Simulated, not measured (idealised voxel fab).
Process module heading - voxel gate over fins
This is section cut - it's 255 nm across, gridded in 5 nm square cells.
In what follows, cross-sections appear as grids of square cells, described through bands that run from the top down, where every band is one or more rows of cells. This entry defines a band. It first specifies the height of the band's top and the height of its bottom in nm, and then specifies the band's materials from left to right, stating each material with its width in nm. The word "everywhere" identifies a single material that fills the band from edge to edge, while the word "empty" identifies empty space. Heights are expressed relative to 0, this being the level below which the as-received wafer comprises one material exclusively. The lowest band is unbounded in the downward direction and is denoted as in "0 and below". Read "30 to 40" as a graded width: first number on top, second number at the bottom, same change between each pair of neighbouring rows. Step note "no modification" = no cross-section cell changed. Closed-off voids of 8+ cells (no open route to the top) go in "Voids lacking openings", written width x height at distance from the left edge, in nm. Read whatever lies past the settings on a step's line as the simulator's own remark about the step. Steps that use a mask can have "overlay nm" on their line. It says how far the mask sat to the right of where it was meant to be. Negative means to the left.
Steps in the process plan
1,RECEIVE (material Si)
2,CONFORMAL_DEP (material SiN; thk nm 10)
3,MASKED_ETCH (tone cover; mask id FINS; width nm 15; pitch nm 50; etch materials SiN; depth nm 10; overlay nm -15)
4,MASKED_ETCH (tone cover; mask id FINS; width nm 15; pitch nm 50; etch materials Si; depth nm 35; overlay nm 0)
5,OXIDIZE (depth nm 5)
6,FILL_DEP (material SiO2; thk nm 15)
7,CMP (height nm 10)
8,DIRECTIONAL_DEP (material aC; thk nm 10)
9,PATTERN (tone open; mask id RAIL; material resist; width nm 15; thk nm 30; overlay nm 0)
10,DIRECTIONAL_ETCH (etch materials aC; depth nm 10)
11,STRIP (etch materials resist)
12,DIRECTIONAL_ETCH (etch materials SiO2; depth nm 40)
13,STRIP (etch materials aC)
14,CONFORMAL_DEP (material TiN; thk nm 5)
15,FILL_DEP (material W; thk nm 10)
16,CMP (height nm 10)
17,SELECTIVE_ETCH (etch materials W Ru TiN; depth nm 30)
18,FILL_DEP (material SiO2; thk nm 5)
19,CMP (height nm 10)
20,SELECTIVE_ETCH (etch materials SiO2; depth nm 20)
21,STRIP (etch materials SiN)
22,CONFORMAL_DEP (material HfO2; thk nm 5)
23,CONFORMAL_DEP (material TiN; thk nm 5)
24,CONFORMAL_DEP (material TiAl; thk nm 5)
25,CONFORMAL_DEP (material TiN; thk nm 5)
26,FILL_DEP (material W; thk nm 15)
27,CMP (height nm 30)
28,CONFORMAL_DEP (material SiN; thk nm 5)
Keep in mind the plan's value for the overlay nm of step 3 comes from the first wafer; the wafers don't share that setting, but they do share the same starting point.
Cross-section of the first of several wafers as received (after step 1)
0 and below = Si everywhere
Voids lacking openings: none
The first of several wafers, seen in cross-section after the module's last step, step 28
35 down to 30 = SiN everywhere
30 down to 20 = W everywhere
20 down to 15 = 65 of W / 45 of TiN / 5 of W / 45 of TiN / 95 of W
15 down to 10 = 65 of W / 5 of TiN / 35 of TiAl / 15 of TiN / 35 of TiAl / 20 of TiN / 80 of W
10 down to 5 = 70 of TiN / 5 of TiAl / 25 of TiN / 25 of TiAl / 25 of TiN / 20 of TiAl / 85 of TiN
5 down to 0 = 75 of TiAl / 5 of TiN / 15 of HfO2 / 20 of TiN / 10 of TiAl / 5 of TiN / 15 of HfO2 / 20 of TiN / 90 of TiAl
0 down to -5 = 80 of TiN / 5 of HfO2 / 5 of Si / 20 of HfO2 / 20 of TiN / 5 of HfO2 / 5 of Si / 20 of HfO2 / 95 of TiN
-5 down to -10 = 85 of HfO2 / 20 of Si / 30 of HfO2 / 20 of Si / 100 of HfO2
-10 down to -20 = 85 of SiO2 / 20 of Si / 30 of SiO2 / 20 of Si / 100 of SiO2
-20 down to -30 = 85 of SiO2 / 20 of Si / 15 of SiO2 / 10 of TiN / 5 of SiO2 / 20 of Si / 100 of SiO2
-30 down to -40 = 85 of SiO2 / 20 of Si / 30 of SiO2 / 20 of Si / 100 of SiO2
-40 and below = Si everywhere
Voids lacking openings: none
Here's the last wafer cross-sectioned at the end of the module
35 down to 30 = SiN everywhere
30 down to 20 = W everywhere
20 down to 15 = 95 of W / 45 of TiN / 5 of W / 45 of TiN / 65 of W
15 down to 10 = 80 of W / 20 of TiN / 35 of TiAl / 15 of TiN / 35 of TiAl / 5 of TiN / 65 of W
10 down to 5 = 85 of TiN / 20 of TiAl / 25 of TiN / 25 of TiAl / 25 of TiN / 5 of TiAl / 70 of TiN
5 down to 0 = 90 of TiAl / 20 of TiN / 15 of HfO2 / 5 of TiN / 10 of TiAl / 20 of TiN / 15 of HfO2 / 5 of TiN / 75 of TiAl
0 down to -5 = 95 of TiN / 20 of HfO2 / 5 of Si / 5 of HfO2 / 20 of TiN / 20 of HfO2 / 5 of Si / 5 of HfO2 / 80 of TiN
-5 down to -10 = 100 of HfO2 / 20 of Si / 30 of HfO2 / 20 of Si / 85 of HfO2
-10 down to -20 = 100 of SiO2 / 20 of Si / 30 of SiO2 / 20 of Si / 85 of SiO2
-20 down to -30 = 100 of SiO2 / 20 of Si / 5 of SiO2 / 10 of TiN / 15 of SiO2 / 20 of Si / 85 of SiO2
-30 down to -40 = 100 of SiO2 / 20 of Si / 30 of SiO2 / 20 of Si / 85 of SiO2
-40 and below = Si everywhere
Voids lacking openings: none
The rows of the table below are wafers. Looking at the end of the module, a row counts, for every material, the cells the wafer has gained, shown as (+), or lost, shown as (-), since it was received; its closed voids come next
overlay nm -15; +59 HfO2; -350 Si; +51 SiN; +254 SiO2; +59 TiAl; +120 TiN; +164 W; Voids lacking openings: none
overlay nm -10; +59 HfO2; -364 Si; +51 SiN; +264 SiO2; +59 TiAl; +122 TiN; +166 W; Voids lacking openings: none
overlay nm -5; +59 HfO2; -378 Si; +51 SiN; +276 SiO2; +59 TiAl; +123 TiN; +167 W; Voids lacking openings: none
overlay nm 0; +59 HfO2; -392 Si; +51 SiN; +288 SiO2; +59 TiAl; +123 TiN; +169 W; Voids lacking openings: none
overlay nm 5; +59 HfO2; -378 Si; +51 SiN; +276 SiO2; +59 TiAl; +123 TiN; +167 W; Voids lacking openings: none
overlay nm 10; +59 HfO2; -364 Si; +51 SiN; +264 SiO2; +59 TiAl; +122 TiN; +166 W; Voids lacking openings: none
overlay nm 15; +59 HfO2; -350 Si; +51 SiN; +254 SiO2; +59 TiAl; +120 TiN; +164 W; Voids lacking openings: none
